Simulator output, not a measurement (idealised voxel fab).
Process module under the name voxel self aligned contacts
For reference, the cross-section in this document is cut, with width 215 nm and square cells of 5 nm.
Think of the cross-section as a grid of square cells. We describe it in bands, top to bottom, and each band covers one or more rows of those cells.
What a band's entry tells you: where the top is and where the bottom is, as heights in nm, and after that what lies inside, material by material from left to right, each with its width in nm. Empty space is written as the word "empty", and a single material marked with the word "full width" occupies the band from edge to edge.
Ref level 0: as-received wafer is one material below here. Bottom band extends down with no lower bound ("top 0, no bottom").
Top row gets the first number, bottom row gets the second, and each row in between changes by the same step: that is how a band width like "30->40" works.
"identical to before" (step): cross-section cells unchanged, all of them.
Listed in "Fully enclosed voids": every empty space of 8 or more cells without an open way to the top. Form: width x height at distance, the distance being from the left edge, all in nm.
Read whatever lies past the settings on a step's line as the simulator's own remark about the step.
overlay nm: how far to the right of its planned place the mask lay on this masked step (negative: to the left).
**Planned process steps**
step 1: RECEIVE: material Si
step 2: CONFORMAL_DEP: material SiO2, thk nm 5
step 3: DIRECTIONAL_DEP: material polySi, thk nm 20
step 4: DIRECTIONAL_DEP: material SiN, thk nm 25
step 5: PATTERN: tone cover, mask id GATE, material resist, width nm 25, pitch nm 60, thk nm 15, overlay nm 0
step 6: DIRECTIONAL_ETCH: etch materials SiN, depth nm 25
step 7: DIRECTIONAL_ETCH: etch materials polySi, depth nm 20
step 8: STRIP: etch materials resist
step 9: CONFORMAL_DEP: material SiN, thk nm 10
step 10: DIRECTIONAL_ETCH: etch materials SiN, depth nm 10
step 11: FILL_DEP: material SiO2, thk nm 15
step 12: CMP: height nm 60
step 13: DIRECTIONAL_DEP: material aC, thk nm 15
step 14: PATTERN: tone open, mask id CONTACT, material resist, width nm 45, pitch nm 60, thk nm 30, overlay nm 0
step 15: DIRECTIONAL_ETCH: etch materials aC, depth nm 15
step 16: STRIP: etch materials resist
step 17: DIRECTIONAL_ETCH: etch materials SiO2, depth nm 60
step 18: STRIP: etch materials aC
step 19: CONFORMAL_DEP: material TiN, thk nm 5
step 20: FILL_DEP: material W, thk nm 5
step 21: CMP: height nm 60
step 22: CONFORMAL_DEP: material SiCN, thk nm 5
**Wafer at receipt (post step 1), cross-section**
    top 0, no bottom  Si full width
    Fully enclosed voids: none
**First wafer of two, sectioned at end of module; run went per plan**
    top 65, bottom 60  SiCN full width
    top 60, bottom 50  SiO2: 55 | TiN: 5->20 | W: 35->5 | TiN: 5->20 | SiO2: 15 | TiN: 5->20 | W: 35->5 | TiN: 5->20 | SiO2: 55
    top 50, bottom 25  SiO2: 25 | SiN: 45 | TiN: 5 | W: 5 | TiN: 5 | SiN: 45 | TiN: 5 | W: 5 | TiN: 5 | SiN: 45 | SiO2: 25
    top 25, bottom 5  SiO2: 25 | SiN: 10 | polySi: 25 | SiN: 10 | TiN: 5 | W: 5 | TiN: 5 | SiN: 10 | polySi: 25 | SiN: 10 | TiN: 5 | W: 5 | TiN: 5 | SiN: 10 | polySi: 25 | SiN: 10 | SiO2: 25
    top 5, bottom 0  SiO2: 70 | TiN: 15 | SiO2: 45 | TiN: 15 | SiO2: 70
    top 0, no bottom  Si full width
    Fully enclosed voids: none
**Cross-section, second wafer: same start as the first, same plan as the first, one mistake in running it; taken at the end of the module**
    top 70, bottom 65  SiCN full width
    top 65, bottom 60  TiN: 60 | W: 35 | TiN: 25 | W: 35 | TiN: 60
    top 60, bottom 50  SiO2: 55 | TiN: 5->20 | W: 35->5 | TiN: 5->20 | SiO2: 15 | TiN: 5->20 | W: 35->5 | TiN: 5->20 | SiO2: 55
    top 50, bottom 25  SiO2: 25 | SiN: 45 | TiN: 5 | W: 5 | TiN: 5 | SiN: 45 | TiN: 5 | W: 5 | TiN: 5 | SiN: 45 | SiO2: 25
    top 25, bottom 5  SiO2: 25 | SiN: 10 | polySi: 25 | SiN: 10 | TiN: 5 | W: 5 | TiN: 5 | SiN: 10 | polySi: 25 | SiN: 10 | TiN: 5 | W: 5 | TiN: 5 | SiN: 10 | polySi: 25 | SiN: 10 | SiO2: 25
    top 5, bottom 0  SiO2: 70 | TiN: 15 | SiO2: 45 | TiN: 15 | SiO2: 70
    top 0, no bottom  Si full width
    Fully enclosed voids: none
Heads up, the wafer didn't run the way we planned it: for step 21, the planned setting was not used; the step was instead run as CMP: height nm 65
In the final state, the cell counts of the second wafer exceed or fall short of those of the first for the following materials: +29 TiN | +14 W
